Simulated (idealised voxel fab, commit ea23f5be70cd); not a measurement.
Documented hereafter: the process module known as voxel wiring stack.
Square cells of 5 nm make up the cross-section cut, whose width is 215 nm.
In what follows, cross-sections appear as grids of square cells, described through bands that run from the top down, where every band is one or more rows of cells.
Each band's line starts with the height of the band's top and of its bottom, in nm. Then come its materials from left to right, each with its width in nm. One material with "all across" fills the band from edge to edge. "blank" is empty space.
The reference from which all heights are counted is 0, the level beneath which the as-received wafer is entirely one material; the lowest band, having no lower bound, proceeds downward and is written after the example "0..down".
Graded width ("30 to 40"): value in top row of band = first number; value in bottom row = second number; row-to-row change constant.
Where a step carries "nothing different", the cross-section came out of it unchanged, cell for cell.
"Completely enclosed voids": sealed empty spaces, 8 cells or more, no open way to top, listed width x height at distance, with distance from the left edge and width, height and distance in nm.
If you see something after the settings on a step's line, that's the simulator's own remark about that step.
overlay nm: on a step with a mask, how far right of its planned place the mask lay; negative means left.
THESE ARE THE STEPS WE PLANNED FOR THE PROCESS
1) RECEIVE: material Si
2) CONFORMAL_DEP: material SiO2, thk nm 15
3) CONFORMAL_DEP: material SiCN, thk nm 5
4) DIRECTIONAL_DEP: material SiO2, thk nm 25
5) PATTERN: tone open, mask id METAL_1, material resist, width nm 20, pitch nm 45, thk nm 15, overlay nm 0
6) DIRECTIONAL_ETCH: etch materials SiO2, depth nm 25
7) DIRECTIONAL_ETCH: etch materials SiCN, depth nm 5
8) STRIP: etch materials resist
9) CONFORMAL_DEP: material TiN, thk nm 5
10) FILL_DEP: material W, thk nm 10
11) CMP: height nm 45
12) CONFORMAL_DEP: material SiCN, thk nm 5
13) DIRECTIONAL_DEP: material lowk, thk nm 10
14) PATTERN: tone open, mask id PLUG_1, material resist, width nm 15, pitch nm 90, thk nm 20, overlay nm 0
15) DIRECTIONAL_ETCH: etch materials lowk, depth nm 10
16) DIRECTIONAL_ETCH: etch materials SiCN, depth nm 5
17) STRIP: etch materials resist
18) CONFORMAL_DEP: material TiN, thk nm 5
19) FILL_DEP: material Cu, thk nm 5
20) CMP: height nm 60
21) CONFORMAL_DEP: material SiCN, thk nm 5
22) DIRECTIONAL_DEP: material lowk, thk nm 20
23) DIRECTIONAL_DEP: material aC, thk nm 15
24) PATTERN: tone open, mask id METAL_2, material resist, width nm 20, pitch nm 45, thk nm 30, overlay nm 0
25) DIRECTIONAL_ETCH: etch materials aC, depth nm 15
26) STRIP: etch materials resist
27) DIRECTIONAL_ETCH: etch materials lowk, depth nm 20
28) DIRECTIONAL_ETCH: etch materials SiCN, depth nm 5
29) STRIP: etch materials aC
30) CONFORMAL_DEP: material TiN, thk nm 5
31) FILL_DEP: material Ru, thk nm 10
32) CMP: height nm 85
33) CONFORMAL_DEP: material SiCN, thk nm 5
34) DIRECTIONAL_DEP: material SiO2, thk nm 30
35) PATTERN: tone open, mask id METAL_3, material resist, width nm 20, pitch nm 45, thk nm 20, overlay nm 0
36) DIRECTIONAL_ETCH: etch materials SiO2, depth nm 20
37) STRIP: etch materials resist
38) MASKED_ETCH: tone open, mask id METAL_3_HOLES, width nm 15, pitch nm 90, etch materials SiO2, depth nm 10, overlay nm 0
39) MASKED_ETCH: tone open, mask id METAL_3_HOLES, width nm 15, pitch nm 90, etch materials SiCN, depth nm 5, overlay nm 0
40) CONFORMAL_DEP: material TiN, thk nm 5
41) FILL_DEP: material Cu, thk nm 5
42) CMP: height nm 120
43) CONFORMAL_DEP: material SiCN, thk nm 5
ACCOUNT OF THE FIRST OF TWO WAFERS, WHICH WAS PROCESSED AS INTENDED
SHOWN IN CROSS-SECTION IS THE WAFER AS RECEIVED, THAT IS, AS IT STANDS AFTER STEP 1
0..down | Si all across
Completely enclosed voids: none
CROSS-SECTION OF THE WAFER AFTER STEP 2
15..0 | SiO2 all across
Below 0 it's all the same as before, nothing changed down there.
CROSS-SECTION OF THE WAFER AFTER STEP 3
20..15 | SiCN all across
Below 15 it's all the same as before, nothing changed down there.
CROSS-SECTION OF THE WAFER AFTER STEP 4
45..20 | SiO2 all across
Below 20 it's all the same as before, nothing changed down there.
CROSS-SECTION OF THE WAFER AFTER STEP 5
60..45 | resist (50) / blank (20) / resist (25) / blank (20) / resist (25) / blank (20) / resist (55)
Below 45 it's all the same as before, nothing changed down there.
CROSS-SECTION OF THE WAFER AFTER STEP 6
60..45 | resist (50) / blank (20) / resist (25) / blank (20) / resist (25) / blank (20) / resist (55)
45..20 | SiO2 (50) / blank (20) / SiO2 (25) / blank (20) / SiO2 (25) / blank (20) / SiO2 (55)
Below 20 it's all the same as before, nothing changed down there.
CROSS-SECTION OF THE WAFER AFTER STEP 7
60..45 | resist (50) / blank (20) / resist (25) / blank (20) / resist (25) / blank (20) / resist (55)
45..20 | SiO2 (50) / blank (20) / SiO2 (25) / blank (20) / SiO2 (25) / blank (20) / SiO2 (55)
20..15 | SiCN (50) / blank (20) / SiCN (25) / blank (20) / SiCN (25) / blank (20) / SiCN (55)
Below 15 it's all the same as before, nothing changed down there.
CROSS-SECTION OF THE WAFER AFTER STEP 8
45..20 | SiO2 (50) / blank (20) / SiO2 (25) / blank (20) / SiO2 (25) / blank (20) / SiO2 (55)
Below 20 it's all the same as before, nothing changed down there.
CROSS-SECTION OF THE WAFER AFTER STEP 9
50..45 | TiN (55) / blank (10) / TiN (35) / blank (10) / TiN (35) / blank (10) / TiN (60)
45..20 | SiO2 (50) / TiN (5) / blank (10) / TiN (5) / SiO2 (25) / TiN (5) / blank (10) / TiN (5) / SiO2 (25) / TiN (5) / blank (10) / TiN (5) / SiO2 (55)
20..15 | SiCN (50) / TiN (20) / SiCN (25) / TiN (20) / SiCN (25) / TiN (20) / SiCN (55)
Below 15 it's all the same as before, nothing changed down there.
CROSS-SECTION OF THE WAFER AFTER STEP 10
60..50 | W all across
50..45 | TiN (55) / W (10) / TiN (35) / W (10) / TiN (35) / W (10) / TiN (60)
45..20 | SiO2 (50) / TiN (5) / W (10) / TiN (5) / SiO2 (25) / TiN (5) / W (10) / TiN (5) / SiO2 (25) / TiN (5) / W (10) / TiN (5) / SiO2 (55)
Below 20 it's all the same as before, nothing changed down there.
CROSS-SECTION OF THE WAFER AFTER STEP 11
45..20 | SiO2 (50) / TiN (5) / W (10) / TiN (5) / SiO2 (25) / TiN (5) / W (10) / TiN (5) / SiO2 (25) / TiN (5) / W (10) / TiN (5) / SiO2 (55)
Below 20 it's all the same as before, nothing changed down there.
CROSS-SECTION OF THE WAFER AFTER STEP 12
50..45 | SiCN all across
Below 45 it's all the same as before, nothing changed down there.
CROSS-SECTION OF THE WAFER AFTER STEP 13
60..50 | lowk all across
Below 50 it's all the same as before, nothing changed down there.
CROSS-SECTION OF THE WAFER AFTER STEP 14
80..60 | resist (50) / blank (15) / resist (75) / blank (15) / resist (60)
Below 60 it's all the same as before, nothing changed down there.
CROSS-SECTION OF THE WAFER AFTER STEP 15
80..60 | resist (50) / blank (15) / resist (75) / blank (15) / resist (60)
60..50 | lowk (50) / blank (15) / lowk (75) / blank (15) / lowk (60)
Below 50 it's all the same as before, nothing changed down there.
CROSS-SECTION OF THE WAFER AFTER STEP 16
80..60 | resist (50) / blank (15) / resist (75) / blank (15) / resist (60)
60..50 | lowk (50) / blank (15) / lowk (75) / blank (15) / lowk (60)
50..45 | SiCN (50) / blank (15) / SiCN (75) / blank (15) / SiCN (60)
Below 45 it's all the same as before, nothing changed down there.
CROSS-SECTION OF THE WAFER AFTER STEP 17
60..50 | lowk (50) / blank (15) / lowk (75) / blank (15) / lowk (60)
Below 50 it's all the same as before, nothing changed down there.
CROSS-SECTION OF THE WAFER AFTER STEP 18
65..60 | TiN (55) / blank (5) / TiN (85) / blank (5) / TiN (65)
60..50 | lowk (50) / TiN (5) / blank (5) / TiN (5) / lowk (75) / TiN (5) / blank (5) / TiN (5) / lowk (60)
50..45 | SiCN (50) / TiN (15) / SiCN (75) / TiN (15) / SiCN (60)
Below 45 it's all the same as before, nothing changed down there.
CROSS-SECTION OF THE WAFER AFTER STEP 19
70..65 | Cu all across
65..60 | TiN (55) / Cu (5) / TiN (85) / Cu (5) / TiN (65)
60..50 | lowk (50) / TiN (5) / Cu (5) / TiN (5) / lowk (75) / TiN (5) / Cu (5) / TiN (5) / lowk (60)
Below 50 it's all the same as before, nothing changed down there.
CROSS-SECTION OF THE WAFER AFTER STEP 20
60..50 | lowk (50) / TiN (5) / Cu (5) / TiN (5) / lowk (75) / TiN (5) / Cu (5) / TiN (5) / lowk (60)
Below 50 it's all the same as before, nothing changed down there.
CROSS-SECTION OF THE WAFER AFTER STEP 21
65..60 | SiCN all across
Below 60 it's all the same as before, nothing changed down there.
CROSS-SECTION OF THE WAFER AFTER STEP 22
85..65 | lowk all across
Below 65 it's all the same as before, nothing changed down there.
CROSS-SECTION OF THE WAFER AFTER STEP 23
100..85 | aC all across
Below 85 it's all the same as before, nothing changed down there.
CROSS-SECTION OF THE WAFER AFTER STEP 24
130..100 | resist (50) / blank (20) / resist (25) / blank (20) / resist (25) / blank (20) / resist (55)
Below 100 it's all the same as before, nothing changed down there.
CROSS-SECTION OF THE WAFER AFTER STEP 25
115..100 | resist (50) / blank (20) / resist (25) / blank (20) / resist (25) / blank (20) / resist (55)
100..85 | aC (50) / blank (20) / aC (25) / blank (20) / aC (25) / blank (20) / aC (55)
Below 85 it's all the same as before, nothing changed down there.
CROSS-SECTION OF THE WAFER AFTER STEP 26
100..85 | aC (50) / blank (20) / aC (25) / blank (20) / aC (25) / blank (20) / aC (55)
Below 85 it's all the same as before, nothing changed down there.
CROSS-SECTION OF THE WAFER AFTER STEP 27
100..85 | aC (50) / blank (20) / aC (25) / blank (20) / aC (25) / blank (20) / aC (55)
85..65 | lowk (50) / blank (20) / lowk (25) / blank (20) / lowk (25) / blank (20) / lowk (55)
Below 65 it's all the same as before, nothing changed down there.
CROSS-SECTION OF THE WAFER AFTER STEP 28
100..85 | aC (50) / blank (20) / aC (25) / blank (20) / aC (25) / blank (20) / aC (55)
85..65 | lowk (50) / blank (20) / lowk (25) / blank (20) / lowk (25) / blank (20) / lowk (55)
65..60 | SiCN (50) / blank (20) / SiCN (25) / blank (20) / SiCN (25) / blank (20) / SiCN (55)
Below 60 it's all the same as before, nothing changed down there.
CROSS-SECTION OF THE WAFER AFTER STEP 29
85..65 | lowk (50) / blank (20) / lowk (25) / blank (20) / lowk (25) / blank (20) / lowk (55)
Below 65 it's all the same as before, nothing changed down there.
CROSS-SECTION OF THE WAFER AFTER STEP 30
90..85 | TiN (55) / blank (10) / TiN (35) / blank (10) / TiN (35) / blank (10) / TiN (60)
85..65 | lowk (50) / TiN (5) / blank (10) / TiN (5) / lowk (25) / TiN (5) / blank (10) / TiN (5) / lowk (25) / TiN (5) / blank (10) / TiN (5) / lowk (55)
65..60 | SiCN (50) / TiN (20) / SiCN (25) / TiN (20) / SiCN (25) / TiN (20) / SiCN (55)
Below 60 it's all the same as before, nothing changed down there.
CROSS-SECTION OF THE WAFER AFTER STEP 31
100..90 | Ru all across
90..85 | TiN (55) / Ru (10) / TiN (35) / Ru (10) / TiN (35) / Ru (10) / TiN (60)
85..65 | lowk (50) / TiN (5) / Ru (10) / TiN (5) / lowk (25) / TiN (5) / Ru (10) / TiN (5) / lowk (25) / TiN (5) / Ru (10) / TiN (5) / lowk (55)
Below 65 it's all the same as before, nothing changed down there.
CROSS-SECTION OF THE WAFER AFTER STEP 32
85..65 | lowk (50) / TiN (5) / Ru (10) / TiN (5) / lowk (25) / TiN (5) / Ru (10) / TiN (5) / lowk (25) / TiN (5) / Ru (10) / TiN (5) / lowk (55)
Below 65 it's all the same as before, nothing changed down there.
CROSS-SECTION OF THE WAFER AFTER STEP 33
90..85 | SiCN all across
Below 85 it's all the same as before, nothing changed down there.
CROSS-SECTION OF THE WAFER AFTER STEP 34
120..90 | SiO2 all across
Below 90 it's all the same as before, nothing changed down there.
CROSS-SECTION OF THE WAFER AFTER STEP 35
140..120 | resist (50) / blank (20) / resist (25) / blank (20) / resist (25) / blank (20) / resist (55)
Below 120 it's all the same as before, nothing changed down there.
CROSS-SECTION OF THE WAFER AFTER STEP 36
140..120 | resist (50) / blank (20) / resist (25) / blank (20) / resist (25) / blank (20) / resist (55)
120..100 | SiO2 (50) / blank (20) / SiO2 (25) / blank (20) / SiO2 (25) / blank (20) / SiO2 (55)
Below 100 it's all the same as before, nothing changed down there.
CROSS-SECTION OF THE WAFER AFTER STEP 37
120..100 | SiO2 (50) / blank (20) / SiO2 (25) / blank (20) / SiO2 (25) / blank (20) / SiO2 (55)
Below 100 it's all the same as before, nothing changed down there.
CROSS-SECTION OF THE WAFER AFTER STEP 38
120..100 | SiO2 (50) / blank (20) / SiO2 (25) / blank (20) / SiO2 (25) / blank (20) / SiO2 (55)
100..90 | SiO2 (50) / blank (15) / SiO2 (75) / blank (15) / SiO2 (60)
Below 90 it's all the same as before, nothing changed down there.
CROSS-SECTION OF THE WAFER AFTER STEP 39
120..100 | SiO2 (50) / blank (20) / SiO2 (25) / blank (20) / SiO2 (25) / blank (20) / SiO2 (55)
100..90 | SiO2 (50) / blank (15) / SiO2 (75) / blank (15) / SiO2 (60)
90..85 | SiCN (50) / blank (15) / SiCN (75) / blank (15) / SiCN (60)
Below 85 it's all the same as before, nothing changed down there.
CROSS-SECTION OF THE WAFER AFTER STEP 40
125..120 | TiN (55) / blank (10) / TiN (35) / blank (10) / TiN (35) / blank (10) / TiN (60)
120..105 | SiO2 (50) / TiN (5) / blank (10) / TiN (5) / SiO2 (25) / TiN (5) / blank (10) / TiN (5) / SiO2 (25) / TiN (5) / blank (10) / TiN (5) / SiO2 (55)
105..100 | SiO2 (50) / TiN (5) / blank (5) / TiN (10) / SiO2 (25) / TiN (20) / SiO2 (25) / TiN (5) / blank (5) / TiN (10) / SiO2 (55)
100..90 | SiO2 (50) / TiN (5) / blank (5) / TiN (5) / SiO2 (75) / TiN (5) / blank (5) / TiN (5) / SiO2 (60)
90..85 | SiCN (50) / TiN (15) / SiCN (75) / TiN (15) / SiCN (60)
Below 85 it's all the same as before, nothing changed down there.
CROSS-SECTION OF THE WAFER AFTER STEP 41
130..125 | Cu all across
125..120 | TiN (55) / Cu (10) / TiN (35) / Cu (10) / TiN (35) / Cu (10) / TiN (60)
120..105 | SiO2 (50) / TiN (5) / Cu (10) / TiN (5) / SiO2 (25) / TiN (5) / Cu (10) / TiN (5) / SiO2 (25) / TiN (5) / Cu (10) / TiN (5) / SiO2 (55)
105..100 | SiO2 (50) / TiN (5) / Cu (5) / TiN (10) / SiO2 (25) / TiN (20) / SiO2 (25) / TiN (5) / Cu (5) / TiN (10) / SiO2 (55)
100..90 | SiO2 (50) / TiN (5) / Cu (5) / TiN (5) / SiO2 (75) / TiN (5) / Cu (5) / TiN (5) / SiO2 (60)
Below 90 it's all the same as before, nothing changed down there.
CROSS-SECTION OF THE WAFER AFTER STEP 42
120..105 | SiO2 (50) / TiN (5) / Cu (10) / TiN (5) / SiO2 (25) / TiN (5) / Cu (10) / TiN (5) / SiO2 (25) / TiN (5) / Cu (10) / TiN (5) / SiO2 (55)
Below 105 it's all the same as before, nothing changed down there.
CROSS-SECTION OF THE WAFER AFTER STEP 43
125..120 | SiCN all across
Below 120 it's all the same as before, nothing changed down there.
WAFER TWO. IDENTICAL START, IDENTICAL PLAN. ONE MISTAKE IN EXECUTION. IDENTICAL HISTORY THROUGH STEP 31
SECOND WAFER, SECTIONED VIEW, AT STEP 32'S PLANNED END TIME
95..90 | Ru all across
Below 90 it's all the same as before, nothing changed down there.
SECOND WAFER, SECTIONED VIEW, AT STEP 33'S PLANNED END TIME
100..95 | SiCN all across
Below 95 it's all the same as before, nothing changed down there.
SECOND WAFER, SECTIONED VIEW, AT STEP 34'S PLANNED END TIME
130..100 | SiO2 all across
Below 100 it's all the same as before, nothing changed down there.
SECOND WAFER, SECTIONED VIEW, AT STEP 35'S PLANNED END TIME
150..130 | resist (50) / blank (20) / resist (25) / blank (20) / resist (25) / blank (20) / resist (55)
Below 130 it's all the same as before, nothing changed down there.
SECOND WAFER, SECTIONED VIEW, AT STEP 36'S PLANNED END TIME
150..130 | resist (50) / blank (20) / resist (25) / blank (20) / resist (25) / blank (20) / resist (55)
130..110 | SiO2 (50) / blank (20) / SiO2 (25) / blank (20) / SiO2 (25) / blank (20) / SiO2 (55)
Below 110 it's all the same as before, nothing changed down there.
SECOND WAFER, SECTIONED VIEW, AT STEP 37'S PLANNED END TIME
130..110 | SiO2 (50) / blank (20) / SiO2 (25) / blank (20) / SiO2 (25) / blank (20) / SiO2 (55)
Below 110 it's all the same as before, nothing changed down there.
SECOND WAFER, SECTIONED VIEW, AT STEP 38'S PLANNED END TIME
130..110 | SiO2 (50) / blank (20) / SiO2 (25) / blank (20) / SiO2 (25) / blank (20) / SiO2 (55)
110..100 | SiO2 (50) / blank (15) / SiO2 (75) / blank (15) / SiO2 (60)
Below 100 it's all the same as before, nothing changed down there.
SECOND WAFER, SECTIONED VIEW, AT STEP 39'S PLANNED END TIME
130..110 | SiO2 (50) / blank (20) / SiO2 (25) / blank (20) / SiO2 (25) / blank (20) / SiO2 (55)
110..100 | SiO2 (50) / blank (15) / SiO2 (75) / blank (15) / SiO2 (60)
100..95 | SiCN (50) / blank (15) / SiCN (75) / blank (15) / SiCN (60)
Below 95 it's all the same as before, nothing changed down there.
SECOND WAFER, SECTIONED VIEW, AT STEP 40'S PLANNED END TIME
135..130 | TiN (55) / blank (10) / TiN (35) / blank (10) / TiN (35) / blank (10) / TiN (60)
130..115 | SiO2 (50) / TiN (5) / blank (10) / TiN (5) / SiO2 (25) / TiN (5) / blank (10) / TiN (5) / SiO2 (25) / TiN (5) / blank (10) / TiN (5) / SiO2 (55)
115..110 | SiO2 (50) / TiN (5) / blank (5) / TiN (10) / SiO2 (25) / TiN (20) / SiO2 (25) / TiN (5) / blank (5) / TiN (10) / SiO2 (55)
110..100 | SiO2 (50) / TiN (5) / blank (5) / TiN (5) / SiO2 (75) / TiN (5) / blank (5) / TiN (5) / SiO2 (60)
100..95 | SiCN (50) / TiN (15) / SiCN (75) / TiN (15) / SiCN (60)
Below 95 it's all the same as before, nothing changed down there.
SECOND WAFER, SECTIONED VIEW, AT STEP 41'S PLANNED END TIME
140..135 | Cu all across
135..130 | TiN (55) / Cu (10) / TiN (35) / Cu (10) / TiN (35) / Cu (10) / TiN (60)
130..115 | SiO2 (50) / TiN (5) / Cu (10) / TiN (5) / SiO2 (25) / TiN (5) / Cu (10) / TiN (5) / SiO2 (25) / TiN (5) / Cu (10) / TiN (5) / SiO2 (55)
115..110 | SiO2 (50) / TiN (5) / Cu (5) / TiN (10) / SiO2 (25) / TiN (20) / SiO2 (25) / TiN (5) / Cu (5) / TiN (10) / SiO2 (55)
110..100 | SiO2 (50) / TiN (5) / Cu (5) / TiN (5) / SiO2 (75) / TiN (5) / Cu (5) / TiN (5) / SiO2 (60)
Below 100 it's all the same as before, nothing changed down there.
SECOND WAFER, SECTIONED VIEW, AT STEP 42'S PLANNED END TIME
120..115 | SiO2 (50) / TiN (5) / Cu (10) / TiN (5) / SiO2 (25) / TiN (5) / Cu (10) / TiN (5) / SiO2 (25) / TiN (5) / Cu (10) / TiN (5) / SiO2 (55)
Below 115 it's all the same as before, nothing changed down there.
SECOND WAFER, SECTIONED VIEW, AT STEP 43'S PLANNED END TIME
125..120 | SiCN all across
Below 120 it's all the same as before, nothing changed down there.
Heads up, the wafer didn't run the way we planned it: step 32 ran with different settings than intended, the actual operation and settings being CMP: height nm 95
Heads up, by the end the second wafer has more or fewer cells of some materials compared to the first: -12 Cu, +49 Ru, -62 SiO2, +25 TiN
